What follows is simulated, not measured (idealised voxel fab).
A process module follows: voxel transistor to metal.
Cross-section cut: width 190 nm, square cells of 5 nm.
Heads up, the way a cross-section reads in here is a grid of square cells, handed over as bands from the top down, with every band being one or more rows of cells.
In this notation a band is specified by the heights of its top and bottom, in that order and in nm, after which its materials appear from left to right, each paired with its width in nm. The word "edge to edge" attached to a single material means that material fills the band from edge to edge; the word "blank" stands for empty space.
Below 0: as-received wafer, all one material; heights counted from there. Lowest band: no bottom, goes on down, written "0..down".
It should be noted that a width expressed as "30 to 40" varies in equal increments from row to row of cells within the band, taking the value of the first number at the top row and that of the second number at the bottom row.
Step note "no modification" = no cross-section cell changed.
Closed empty spaces (no open way to the top) of 8 cells or more are what "Closed void catalog" lists, each as width x height at distance from the left edge, nm for all three.
Formally, on a step line, whatever follows the settings is a remark that the simulator itself makes on the step.
overlay nm: mask right of planned place by this much (step with mask). Neg. = left.
Planned step list for the process:
- 1: op RECEIVE | material Si
- 2: op CONFORMAL_DEP | material SiO2 | thk nm 5
- 3: op CONFORMAL_DEP | material SiN | thk nm 15
- 4: op MASKED_ETCH | tone cover | mask id ACTIVE | width nm 115 | etch materials SiN | depth nm 15 | overlay nm 0
- 5: op MASKED_ETCH | tone cover | mask id ACTIVE | width nm 115 | etch materials SiO2 | depth nm 5 | overlay nm 0
- 6: op MASKED_ETCH | tone cover | mask id ACTIVE | width nm 115 | etch materials Si | depth nm 20 | overlay nm 0
- 7: op FILL_DEP | material SiO2 | thk nm 5
- 8: op CMP | height nm 20
- 9: op SELECTIVE_ETCH | etch materials SiO2 | depth nm 10
- 10: op STRIP | etch materials SiN
- 11: op SELECTIVE_ETCH | etch materials SiO2 | depth nm 5
- 12: op OXIDIZE | depth nm 5
- 13: op DIRECTIONAL_DEP | material polySi | thk nm 30
- 14: op DIRECTIONAL_DEP | material SiCN | thk nm 15
- 15: op DIRECTIONAL_DEP | material aC | thk nm 10
- 16: op PATTERN | tone cover | mask id GATE | material resist | width nm 25 | thk nm 25 | overlay nm 0
- 17: op DIRECTIONAL_ETCH | etch materials aC | depth nm 10
- 18: op STRIP | etch materials resist
- 19: op DIRECTIONAL_ETCH | etch materials SiCN | depth nm 25
- 20: op DIRECTIONAL_ETCH | etch materials polySi | depth nm 40
- 21: op STRIP | etch materials aC
- 22: op CONFORMAL_DEP | material SiN | thk nm 5
- 23: op DIRECTIONAL_ETCH | etch materials SiN | depth nm 5
- 24: op DIRECTIONAL_ETCH | etch materials SiO2 | depth nm 5
- 25: op DIRECTIONAL_ETCH | etch materials Si | depth nm 5
- 26: op EPI | material nSi | thk nm 5
- 27: op FILL_DEP | material SiO2 | thk nm 5
- 28: op CMP | height nm 30
- 29: op STRIP | etch materials polySi
- 30: op SELECTIVE_ETCH | etch materials SiO2 | depth nm 5
- 31: op CONFORMAL_DEP | material HfO2 | thk nm 5
- 32: op CONFORMAL_DEP | material TiN | thk nm 5
- 33: op FILL_DEP | material W | thk nm 5
- 34: op CMP | height nm 25
- 35: op DIRECTIONAL_DEP | material SiO2 | thk nm 10
- 36: op DIRECTIONAL_DEP | material aC | thk nm 15
- 37: op PATTERN | tone open | mask id CONTACT | material resist | width nm 20 | pitch nm 85 | thk nm 35 | overlay nm 0
- 38: op DIRECTIONAL_ETCH | etch materials aC | depth nm 15
- 39: op STRIP | etch materials resist
- 40: op DIRECTIONAL_ETCH | etch materials SiO2 | depth nm 40
- 41: op STRIP | etch materials aC
- 42: op CONFORMAL_DEP | material TiN | thk nm 5
- 43: op FILL_DEP | material W | thk nm 5
- 44: op CMP | height nm 35
- 45: op DIRECTIONAL_DEP | material TiN | thk nm 5
- 46: op DIRECTIONAL_DEP | material Ru | thk nm 25
- 47: op PATTERN | tone cover | mask id METAL_1 | material resist | width nm 20 | pitch nm 85 | thk nm 20 | overlay nm 0
- 48: op DIRECTIONAL_ETCH | etch materials Ru | depth nm 25
- 49: op DIRECTIONAL_ETCH | etch materials TiN | depth nm 5
- 50: op STRIP | etch materials resist
- 51: op FILL_DEP | material lowk | thk nm 5
- 52: op CMP | height nm 65
- 53: op CONFORMAL_DEP | material SiCN | thk nm 5
- 54: op DIRECTIONAL_DEP | material SiO2 | thk nm 30
- 55: op DIRECTIONAL_DEP | material aC | thk nm 15
- 56: op PATTERN | tone open | mask id METAL_2 | material resist | width nm 20 | pitch nm 85 | thk nm 30 | overlay nm 0
- 57: op DIRECTIONAL_ETCH | etch materials aC | depth nm 15
- 58: op STRIP | etch materials resist
- 59: op DIRECTIONAL_ETCH | etch materials SiO2 | depth nm 15
- 60: op STRIP | etch materials aC
- 61: op DIRECTIONAL_DEP | material aC | thk nm 15
- 62: op PATTERN | tone open | mask id METAL_2_HOLES | material resist | width nm 15 | pitch nm 85 | thk nm 35 | overlay nm 0
- 63: op DIRECTIONAL_ETCH | etch materials aC | depth nm 15
- 64: op STRIP | etch materials resist
- 65: op DIRECTIONAL_ETCH | etch materials SiO2 | depth nm 15
- 66: op DIRECTIONAL_ETCH | etch materials SiCN | depth nm 5
- 67: op STRIP | etch materials aC
- 68: op CONFORMAL_DEP | material TiN | thk nm 5
- 69: op FILL_DEP | material Cu | thk nm 5
- 70: op CMP | height nm 100
- 71: op CONFORMAL_DEP | material SiCN | thk nm 5
Cross-sectional view of the wafer in its as-received condition, corresponding to the state after step 1:
* 0..down = Si edge to edge
* Closed void catalog: none
Cross-section, end of module. Start: as above. Plan: as above. Execution: one mistake:
* 105..100 = SiCN edge to edge
* 100..90 = 40 of SiO2  5 of TiN  10 of Cu  5 of TiN  65 of SiO2  5 of TiN  10 of Cu  5 of TiN  45 of SiO2
* 90..85 = 40 of SiO2  5 of TiN  5 of Cu  10 of TiN  65 of SiO2  5 of TiN  5 of Cu  10 of TiN  45 of SiO2
* 85..70 = 40 of SiO2  5 of TiN  5 of Cu  5 of TiN  70 of SiO2  5 of TiN  5 of Cu  5 of TiN  50 of SiO2
* 70..65 = 40 of SiCN  15 of TiN  70 of SiCN  15 of TiN  50 of SiCN
* 65..40 = 40 of lowk  20 of Ru  65 of lowk  20 of Ru  45 of lowk
* 40..35 = 40 of lowk  20 of TiN  65 of lowk  20 of TiN  45 of lowk
* 35..25 = 40 of SiO2  5 of TiN  10 of W  5 of TiN  65 of SiO2  5 of TiN  10 of W  5 of TiN  45 of SiO2
* 25..5 = 40 of SiO2  5 of TiN  10 of W  5 of TiN  15 of SiO2  5 of SiN  5 of TiN  5 of HfO2  5 of W  5 of HfO2  5 of TiN  5 of SiN  15 of SiO2  5 of TiN  10 of W  5 of TiN  45 of SiO2
* 5..0 = 30 of SiO2  5 of SiN  5 of SiO2  5 of TiN  10 of W  5 of TiN  15 of SiO2  5 of SiN  5 of TiN  15 of HfO2  5 of TiN  5 of SiN  15 of SiO2  5 of TiN  10 of W  5 of TiN  5 of SiO2  5 of SiN  35 of SiO2
* 0..-5 = 40 of SiO2  20 of TiN  10 of SiO2  5 of nSi  35 of TiN  5 of nSi  10 of SiO2  20 of TiN  45 of SiO2
* -5..-10 = 35 of SiO2  40 of nSi  35 of Si  40 of nSi  40 of SiO2
* -10..-20 = 35 of SiO2  115 of Si  40 of SiO2
* -20..down = Si edge to edge
* Closed void catalog: none
What was the processing mistake? mixed up steps 31 and 32 - ran each in the other's place
